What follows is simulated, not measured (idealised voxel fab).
Documented hereafter: the process module known as voxel gate over fins.
Cross-sectional view cut (width: 240 nm; square cell size: 5 nm).
Just so we're on the same page, the cross-sections are grids of square cells, and they're listed out in bands top to bottom, each band one or more rows deep.
Per band: top height and bottom height in nm, followed by the left-to-right materials and their widths in nm; "everywhere" marks a single material spanning edge to edge, "air" marks empty space.
Heights are expressed relative to 0, this being the level below which the as-received wafer comprises one material exclusively. The lowest band is unbounded in the downward direction and is denoted as in "z 0 and below".
Quick explanation for "30..40": the width changes in equal steps down the rows of cells, from the first number in the band's top row to the second number in its bottom row.
What does "nothing got changed" mean for a step? It means no cell of the cross-section changed in that step.
The label "Sealed void inventory" introduces a list of the empty spaces, 8 cells or larger, that have no open way up to the top; each entry in it reads width x height at distance, where the distance is taken from the left edge and all three are stated in nm.
Text after the settings on a step's line: the simulator's own remark on that step.
overlay nm: where the mask lay relative to plan, measured to the right, on steps with a mask; negatives go left.
THE STEPS PLANNED FOR THE PROCESS ARE AS FOLLOWS
1 RECEIVE [material Si]
2 CONFORMAL_DEP [material SiN] [thk nm 5]
3 MASKED_ETCH [tone cover] [mask id FINS] [width nm 15] [pitch nm 40] [etch materials SiN] [depth nm 5] [overlay nm 0]
4 MASKED_ETCH [tone cover] [mask id FINS] [width nm 15] [pitch nm 40] [etch materials Si] [depth nm 40] [overlay nm 0]
5 FILL_DEP [material SiO2] [thk nm 10]
6 CMP [height nm 5]
7 SELECTIVE_ETCH [etch materials SiO2] [depth nm 20]
8 STRIP [etch materials SiN]
9 CONFORMAL_DEP [material HfO2] [thk nm 5]
10 CONFORMAL_DEP [material TiN] [thk nm 5]
11 CONFORMAL_DEP [material TiAl] [thk nm 5]
12 CONFORMAL_DEP [material TiN] [thk nm 5]
13 FILL_DEP [material W] [thk nm 10]
14 CMP [height nm 25]
15 CONFORMAL_DEP [material SiN] [thk nm 5]
For this document, wafers share an identical start and vary in the step 9 thk nm; the plan quotes the first wafer's value.
RECEIVED WAFERS, FIRST OF SEVERAL: CROSS-SECTION AFTER STEP 1
> z 0 and below | Si everywhere
> Sealed void inventory: none
MODULE FINISHED, LAST STEP 15 DONE: CROSS-SECTION OF THE FIRST OF SEVERAL WAFERS
> z 30 to 25 | SiN everywhere
> z 25 to 20 | W everywhere
> z 20 to 15 | 30 of W  175 of TiN  35 of W
> z 15 to 10 | 30 of W  5 of TiN  165 of TiAl  5 of TiN  35 of W
> z 10 to 5 | 30 of W  5 of TiN  5 of TiAl  35 of TiN  5 of TiAl  35 of TiN  5 of TiAl  35 of TiN  5 of TiAl  35 of TiN  5 of TiAl  5 of TiN  35 of W
> z 5 to 0 | 35 of TiN  5 of TiAl  5 of TiN  25 of HfO2  5 of TiN  5 of TiAl  5 of TiN  25 of HfO2  5 of TiN  5 of TiAl  5 of TiN  25 of HfO2  5 of TiN  5 of TiAl  5 of TiN  25 of HfO2  5 of TiN  5 of TiAl  40 of TiN
> z 0 to -5 | 40 of TiAl  5 of TiN  5 of HfO2  15 of Si  5 of HfO2  5 of TiN  5 of TiAl  5 of TiN  5 of HfO2  15 of Si  5 of HfO2  5 of TiN  5 of TiAl  5 of TiN  5 of HfO2  15 of Si  5 of HfO2  5 of TiN  5 of TiAl  5 of TiN  5 of HfO2  15 of Si  5 of HfO2  5 of TiN  45 of TiAl
> z -5 to -10 | 45 of TiN  5 of HfO2  15 of Si  5 of HfO2  15 of TiN  5 of HfO2  15 of Si  5 of HfO2  15 of TiN  5 of HfO2  15 of Si  5 of HfO2  15 of TiN  5 of HfO2  15 of Si  5 of HfO2  50 of TiN
> z -10 to -15 | 50 of HfO2  15 of Si  25 of HfO2  15 of Si  25 of HfO2  15 of Si  25 of HfO2  15 of Si  55 of HfO2
> z -15 to -40 | 50 of SiO2  15 of Si  25 of SiO2  15 of Si  25 of SiO2  15 of Si  25 of SiO2  15 of Si  55 of SiO2
> z -40 and below | Si everywhere
> Sealed void inventory: none
CROSS-SECTIONAL VIEW OF THE FINAL WAFER OF SEVERAL AT THE MODULE'S END
> z 30 to 25 | SiN everywhere
> z 25 to 20 | 15 of W  5 of TiN  5 of TiAl  185 of TiN  5 of TiAl  5 of TiN  20 of W
> z 20 to 15 | 20 of TiN  5 of TiAl  5 of TiN  175 of HfO2  5 of TiN  5 of TiAl  25 of TiN
> z 15 to 10 | 25 of TiAl  5 of TiN  175 of HfO2  5 of TiN  30 of TiAl
> z 10 to 5 | 30 of TiN  175 of HfO2  35 of TiN
> z 5 to 0 | HfO2 everywhere
> z 0 to -15 | 50 of HfO2  15 of Si  25 of HfO2  15 of Si  25 of HfO2  15 of Si  25 of HfO2  15 of Si  55 of HfO2
> z -15 to -40 | 50 of SiO2  15 of Si  25 of SiO2  15 of Si  25 of SiO2  15 of Si  25 of SiO2  15 of Si  55 of SiO2
> z -40 and below | Si everywhere
> Sealed void inventory: none
ROWS = WAFERS. AT MODULE END, EACH ROW LISTS PER MATERIAL THE CELLS GAINED (+) OR LOST (-) SINCE THE WAFER WAS RECEIVED, THEN THE CLOSED VOIDS
thk nm 5 | +72 HfO2 | -288 Si | +48 SiN | +180 SiO2 | +63 TiAl | +126 TiN | +87 W | Sealed void inventory: none
thk nm 10 | +144 HfO2 | -288 Si | +48 SiN | +180 SiO2 | +54 TiAl | +117 TiN | +33 W | Sealed void inventory: none
thk nm 15 | +207 HfO2 | -288 Si | +48 SiN | +180 SiO2 | +54 TiAl | +69 TiN | +18 W | Sealed void inventory: none
thk nm 20 | +261 HfO2 | -288 Si | +48 SiN | +180 SiO2 | +15 TiAl | +65 TiN | +7 W | Sealed void inventory: none
